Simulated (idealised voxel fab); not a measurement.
Proc. module: voxel self aligned vias
For reference, the cross-section in this document is cut, with width 280 nm and square cells of 5 nm.
Think of the cross-section as a grid of square cells. We describe it in bands, top to bottom, and each band covers one or more rows of those cells. Look at the band entry: it leads with the top's height and the bottom's height in nm. Then it lists the materials left to right, with a width in nm for each. The word "full width" on a single material says that material fills the band edge to edge. The word "blank" is empty space. Heights are reckoned from 0. Under this level, the received wafer is all of one material. The bottommost band is open-ended downward, for example "from 0 down". Width spec "30..40" -> top row of cells at first value, bottom row at second value, equal per-row change in between. Step marked "nothing altered"? Then no cell in the cross-section changed in it. "Catalogued sealed voids": sealed empty spaces, 8 cells or more, no open way to top, listed width x height at distance, with distance from the left edge and width, height and distance in nm. Heads up: the bit after the settings on a step's line is the simulator's remark on that step. A step line may carry the setting "overlay nm", which, for steps involving a mask, states the distance by which the mask lay to the right of its intended position; negative values denote displacement to the left.
### The steps planned for the process are as follows
- 1: RECEIVE: material Si
- 2: CONFORMAL_DEP: material SiO2, thk nm 15
- 3: CONFORMAL_DEP: material SiCN, thk nm 5
- 4: DIRECTIONAL_DEP: material SiO2, thk nm 20
- 5: MASKED_ETCH: tone open, mask id LINES, width nm 20, pitch nm 45, etch materials SiO2, depth nm 20, overlay nm 0
- 6: CONFORMAL_DEP: material TiN, thk nm 5
- 7: FILL_DEP: material W, thk nm 5
- 8: CMP: height nm 40
- 9: SELECTIVE_ETCH: etch materials W Ru TiN, depth nm 5
- 10: FILL_DEP: material SiN, thk nm 10
- 11: CMP: height nm 40
- 12: DIRECTIONAL_DEP: material SiO2, thk nm 15
- 13: DIRECTIONAL_DEP: material aC, thk nm 10
- 14: PATTERN: tone open, mask id VIAS, material resist, width nm 30, pitch nm 45, thk nm 25, overlay nm -15
- 15: DIRECTIONAL_ETCH: etch materials aC, depth nm 10
- 16: STRIP: etch materials resist
- 17: DIRECTIONAL_ETCH: etch materials SiO2, depth nm 15
- 18: DIRECTIONAL_ETCH: etch materials SiN, depth nm 5
- 19: STRIP: etch materials aC
- 20: CONFORMAL_DEP: material TiN, thk nm 5
- 21: FILL_DEP: material W, thk nm 5
- 22: CMP: height nm 55
- 23: CONFORMAL_DEP: material SiCN, thk nm 5
varied across the wafers: overlay nm of step 14. The plan shows the first wafer's value. All wafers start alike
### So this is the first of several wafers, cross-sectioned as it came to us, meaning it's at the end of step 1
* from 0 down = Si full width
* Catalogued sealed voids: none
### Where each wafer stands at the end of the module, a row apiece: cells of each material gained (+) or lost (-) since it was received, then closed voids
overlay nm -15, +112 SiCN, +6 SiN, +458 SiO2, +60 TiN, +36 W, Catalogued sealed voids: none
overlay nm -10, +112 SiCN, +3 SiN, +458 SiO2, +60 TiN, +39 W, Catalogued sealed voids: none
overlay nm -5, +112 SiCN, +458 SiO2, +60 TiN, +42 W, Catalogued sealed voids: none
overlay nm 0, +112 SiCN, +458 SiO2, +60 TiN, +42 W, Catalogued sealed voids: none
overlay nm 5, +112 SiCN, +458 SiO2, +60 TiN, +42 W, Catalogued sealed voids: none
overlay nm 10, +112 SiCN, +3 SiN, +458 SiO2, +60 TiN, +39 W, Catalogued sealed voids: none
overlay nm 15, +112 SiCN, +6 SiN, +458 SiO2, +60 TiN, +36 W, Catalogued sealed voids: none
